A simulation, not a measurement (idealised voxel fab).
Process module name: voxel self aligned vias
Shown is cross-section cut, with a width of 200 nm and square cells of size 5 nm.
Each cross-section below is a grid of square cells, stated as bands in top-down order, with one or more rows of cells making up each band. Within each band entry, the heights of the top and of the bottom of the band appear first, in that order and in nm; the materials of the band then follow from left to right, each with its corresponding width in nm. The designation "everywhere" on a single material indicates that it fills the band from edge to edge; the designation "air" indicates empty space. We count height from 0. Below that, the starting wafer is all one material. The lowest band never ends at the bottom but goes on down; see "0 nm and below" for how that is written. Width "30..40": first value at the band's top row of cells, second value at its bottom row, equal change from row to row. When a step is marked "nothing got changed", none of the cells in the cross-section changed during that step. Entry "Enclosed void listing" = empty spaces >= 8 cells with no open way to the top; each as width x height at distance, distance from left edge, all nm. Read whatever lies past the settings on a step's line as the simulator's own remark about the step. The "overlay nm" setting may appear on a step's line; for a step that uses a mask, it gives how far to the right of its planned position the mask lay, and a negative value indicates the left.

# The steps planned for the process are as follows
1,RECEIVE with material Si
2,CONFORMAL_DEP with material SiO2, thk nm 10
3,CONFORMAL_DEP with material SiCN, thk nm 5
4,DIRECTIONAL_DEP with material lowk, thk nm 30
5,DIRECTIONAL_DEP with material aC, thk nm 15
6,PATTERN with tone open, mask id LINES, material resist, width nm 20, pitch nm 60, thk nm 35, overlay nm 0
7,DIRECTIONAL_ETCH with etch materials aC, depth nm 15
8,STRIP with etch materials resist
9,DIRECTIONAL_ETCH with etch materials lowk, depth nm 30
10,STRIP with etch materials aC
11,CONFORMAL_DEP with material TiN, thk nm 5
12,FILL_DEP with material W, thk nm 5
13,CMP with height nm 45
14,SELECTIVE_ETCH with etch materials W Ru TiN, depth nm 10
15,FILL_DEP with material SiN, thk nm 10
16,CMP with height nm 45
17,DIRECTIONAL_DEP with material lowk, thk nm 20
18,DIRECTIONAL_DEP with material aC, thk nm 10
19,PATTERN with tone open, mask id VIAS, material resist, width nm 30, thk nm 25, overlay nm 0
20,DIRECTIONAL_ETCH with etch materials aC, depth nm 10
21,STRIP with etch materials resist
22,DIRECTIONAL_ETCH with etch materials lowk, depth nm 20
23,DIRECTIONAL_ETCH with etch materials SiN, depth nm 10
24,STRIP with etch materials aC
25,CONFORMAL_DEP with material TiN, thk nm 5
26,FILL_DEP with material Ru, thk nm 5
27,CMP with height nm 65
28,CONFORMAL_DEP with material SiN, thk nm 5

# First of two wafers, with the run carried out as planned

# Cross-section of the wafer at receipt, which is the condition after step 1
	0 nm and below = Si everywhere
	Enclosed void listing: none

# Cross-section: wafer state after step 2
	10 nm to 0 nm = SiO2 everywhere
	No changes below 0.

# Cross-section: wafer state after step 3
	15 nm to 10 nm = SiCN everywhere
	No changes below 10.

# Cross-section: wafer state after step 4
	45 nm to 15 nm = lowk everywhere
	No changes below 15.

# Cross-section: wafer state after step 5
	60 nm to 45 nm = aC everywhere
	No changes below 45.

# Cross-section: wafer state after step 6
	95 nm to 60 nm = resist=60; air=20; resist=40; air=20; resist=60
	No changes below 60.

# Cross-section: wafer state after step 7
	80 nm to 60 nm = resist=60; air=20; resist=40; air=20; resist=60
	60 nm to 45 nm = aC=60; air=20; aC=40; air=20; aC=60
	No changes below 45.

# Cross-section: wafer state after step 8
	60 nm to 45 nm = aC=60; air=20; aC=40; air=20; aC=60
	No changes below 45.

# Cross-section: wafer state after step 9
	60 nm to 45 nm = aC=60; air=20; aC=40; air=20; aC=60
	45 nm to 15 nm = lowk=60; air=20; lowk=40; air=20; lowk=60
	No changes below 15.

# Cross-section: wafer state after step 10
	45 nm to 15 nm = lowk=60; air=20; lowk=40; air=20; lowk=60
	No changes below 15.

# Cross-section: wafer state after step 11
	50 nm to 45 nm = TiN=65; air=10; TiN=50; air=10; TiN=65
	45 nm to 20 nm = lowk=60; TiN=5; air=10; TiN=5; lowk=40; TiN=5; air=10; TiN=5; lowk=60
	20 nm to 15 nm = lowk=60; TiN=20; lowk=40; TiN=20; lowk=60
	No changes below 15.

# Cross-section: wafer state after step 12
	55 nm to 50 nm = W everywhere
	50 nm to 45 nm = TiN=65; W=10; TiN=50; W=10; TiN=65
	45 nm to 20 nm = lowk=60; TiN=5; W=10; TiN=5; lowk=40; TiN=5; W=10; TiN=5; lowk=60
	No changes below 20.

# Cross-section: wafer state after step 13
	45 nm to 20 nm = lowk=60; TiN=5; W=10; TiN=5; lowk=40; TiN=5; W=10; TiN=5; lowk=60
	No changes below 20.

# Cross-section: wafer state after step 14
	45 nm to 35 nm = lowk=60; air=20; lowk=40; air=20; lowk=60
	No changes below 35.

# Cross-section: wafer state after step 15
	55 nm to 45 nm = SiN everywhere
	45 nm to 35 nm = lowk=60; SiN=20; lowk=40; SiN=20; lowk=60
	No changes below 35.

# Cross-section: wafer state after step 16
	45 nm to 35 nm = lowk=60; SiN=20; lowk=40; SiN=20; lowk=60
	No changes below 35.

# Cross-section: wafer state after step 17
	65 nm to 45 nm = lowk everywhere
	No changes below 45.

# Cross-section: wafer state after step 18
	75 nm to 65 nm = aC everywhere
	No changes below 65.

# Cross-section: wafer state after step 19
	100 nm to 75 nm = resist=55; air=30; resist=115
	No changes below 75.

# Cross-section: wafer state after step 20
	90 nm to 75 nm = resist=55; air=30; resist=115
	75 nm to 65 nm = aC=55; air=30; aC=115
	No changes below 65.

# Cross-section: wafer state after step 21
	75 nm to 65 nm = aC=55; air=30; aC=115
	No changes below 65.

# Cross-section: wafer state after step 22
	75 nm to 65 nm = aC=55; air=30; aC=115
	65 nm to 45 nm = lowk=55; air=30; lowk=115
	No changes below 45.

# Cross-section: wafer state after step 23
	75 nm to 65 nm = aC=55; air=30; aC=115
	65 nm to 45 nm = lowk=55; air=30; lowk=115
	45 nm to 35 nm = lowk=60; air=20; lowk=40; SiN=20; lowk=60
	No changes below 35.

# Cross-section: wafer state after step 24
	65 nm to 45 nm = lowk=55; air=30; lowk=115
	No changes below 45.

# Cross-section: wafer state after step 25
	70 nm to 65 nm = TiN=60; air=20; TiN=120
	65 nm to 50 nm = lowk=55; TiN=5; air=20; TiN=5; lowk=115
	50 nm to 45 nm = lowk=55; TiN=10; air=10; TiN=10; lowk=115
	45 nm to 40 nm = lowk=60; TiN=5; air=10; TiN=5; lowk=40; SiN=20; lowk=60
	40 nm to 35 nm = lowk=60; TiN=20; lowk=40; SiN=20; lowk=60
	No changes below 35.

# Cross-section: wafer state after step 26
	75 nm to 70 nm = Ru everywhere
	70 nm to 65 nm = TiN=60; Ru=20; TiN=120
	65 nm to 50 nm = lowk=55; TiN=5; Ru=20; TiN=5; lowk=115
	50 nm to 45 nm = lowk=55; TiN=10; Ru=10; TiN=10; lowk=115
	45 nm to 40 nm = lowk=60; TiN=5; Ru=10; TiN=5; lowk=40; SiN=20; lowk=60
	No changes below 40.

# Cross-section: wafer state after step 27
	65 nm to 50 nm = lowk=55; TiN=5; Ru=20; TiN=5; lowk=115
	No changes below 50.

# Cross-section: wafer state after step 28
	70 nm to 65 nm = SiN everywhere
	No changes below 65.

# Second Wafer (Identical Start and Plan, One Processing Error; Matches First Wafer Through Step 1)

Second wafer, sectioned view, at step 2's planned end time: nothing got changed

# Second wafer, sectioned view, at step 3's planned end time
	5 nm to 0 nm = SiCN everywhere
	No changes below 0.

# Second wafer, sectioned view, at step 4's planned end time
	35 nm to 5 nm = lowk everywhere
	No changes below 5.

# Second wafer, sectioned view, at step 5's planned end time
	50 nm to 35 nm = aC everywhere
	No changes below 35.

# Second wafer, sectioned view, at step 6's planned end time
	85 nm to 50 nm = resist=60; air=20; resist=40; air=20; resist=60
	No changes below 50.

# Second wafer, sectioned view, at step 7's planned end time
	70 nm to 50 nm = resist=60; air=20; resist=40; air=20; resist=60
	50 nm to 35 nm = aC=60; air=20; aC=40; air=20; aC=60
	No changes below 35.

# Second wafer, sectioned view, at step 8's planned end time
	50 nm to 35 nm = aC=60; air=20; aC=40; air=20; aC=60
	No changes below 35.

# Second wafer, sectioned view, at step 9's planned end time
	50 nm to 35 nm = aC=60; air=20; aC=40; air=20; aC=60
	35 nm to 5 nm = lowk=60; air=20; lowk=40; air=20; lowk=60
	No changes below 5.

# Second wafer, sectioned view, at step 10's planned end time
	35 nm to 5 nm = lowk=60; air=20; lowk=40; air=20; lowk=60
	No changes below 5.

# Second wafer, sectioned view, at step 11's planned end time
	40 nm to 35 nm = TiN=65; air=10; TiN=50; air=10; TiN=65
	35 nm to 10 nm = lowk=60; TiN=5; air=10; TiN=5; lowk=40; TiN=5; air=10; TiN=5; lowk=60
	10 nm to 5 nm = lowk=60; TiN=20; lowk=40; TiN=20; lowk=60
	No changes below 5.

# Second wafer, sectioned view, at step 12's planned end time
	45 nm to 40 nm = W everywhere
	40 nm to 35 nm = TiN=65; W=10; TiN=50; W=10; TiN=65
	35 nm to 10 nm = lowk=60; TiN=5; W=10; TiN=5; lowk=40; TiN=5; W=10; TiN=5; lowk=60
	No changes below 10.

Second wafer, sectioned view, at step 13's planned end time: nothing got changed

# Second wafer, sectioned view, at step 14's planned end time
	35 nm to 10 nm = lowk=60; TiN=5; W=10; TiN=5; lowk=40; TiN=5; W=10; TiN=5; lowk=60
	No changes below 10.

# Second wafer, sectioned view, at step 15's planned end time
	45 nm to 35 nm = SiN everywhere
	No changes below 35.

Second wafer, sectioned view, at step 16's planned end time: nothing got changed

# Second wafer, sectioned view, at step 17's planned end time
	65 nm to 45 nm = lowk everywhere
	No changes below 45.

# Second wafer, sectioned view, at step 18's planned end time
	75 nm to 65 nm = aC everywhere
	No changes below 65.

# Second wafer, sectioned view, at step 19's planned end time
	100 nm to 75 nm = resist=55; air=30; resist=115
	No changes below 75.

# Second wafer, sectioned view, at step 20's planned end time
	90 nm to 75 nm = resist=55; air=30; resist=115
	75 nm to 65 nm = aC=55; air=30; aC=115
	No changes below 65.

# Second wafer, sectioned view, at step 21's planned end time
	75 nm to 65 nm = aC=55; air=30; aC=115
	No changes below 65.

# Second wafer, sectioned view, at step 22's planned end time
	75 nm to 65 nm = aC=55; air=30; aC=115
	65 nm to 45 nm = lowk=55; air=30; lowk=115
	No changes below 45.

# Second wafer, sectioned view, at step 23's planned end time
	75 nm to 65 nm = aC=55; air=30; aC=115
	65 nm to 45 nm = lowk=55; air=30; lowk=115
	45 nm to 35 nm = SiN=55; air=30; SiN=115
	No changes below 35.

# Second wafer, sectioned view, at step 24's planned end time
	65 nm to 45 nm = lowk=55; air=30; lowk=115
	No changes below 45.

# Second wafer, sectioned view, at step 25's planned end time
	70 nm to 65 nm = TiN=60; air=20; TiN=120
	65 nm to 45 nm = lowk=55; TiN=5; air=20; TiN=5; lowk=115
	45 nm to 40 nm = SiN=55; TiN=5; air=20; TiN=5; SiN=115
	40 nm to 35 nm = SiN=55; TiN=30; SiN=115
	No changes below 35.

# Second wafer, sectioned view, at step 26's planned end time
	75 nm to 70 nm = Ru everywhere
	70 nm to 65 nm = TiN=60; Ru=20; TiN=120
	65 nm to 45 nm = lowk=55; TiN=5; Ru=20; TiN=5; lowk=115
	45 nm to 40 nm = SiN=55; TiN=5; Ru=20; TiN=5; SiN=115
	No changes below 40.

# Second wafer, sectioned view, at step 27's planned end time
	65 nm to 45 nm = lowk=55; TiN=5; Ru=20; TiN=5; lowk=115
	No changes below 45.

# Second wafer, sectioned view, at step 28's planned end time
	70 nm to 65 nm = SiN everywhere
	No changes below 65.
Run error: step 2 of the plan was bypassed and not carried out
End check, counted in cells, second wafer has more or fewer of these materials than the first: Ru: 4 more; SiN: 60 more; SiO2: 80 fewer; TiN: 8 more; W: 8 more
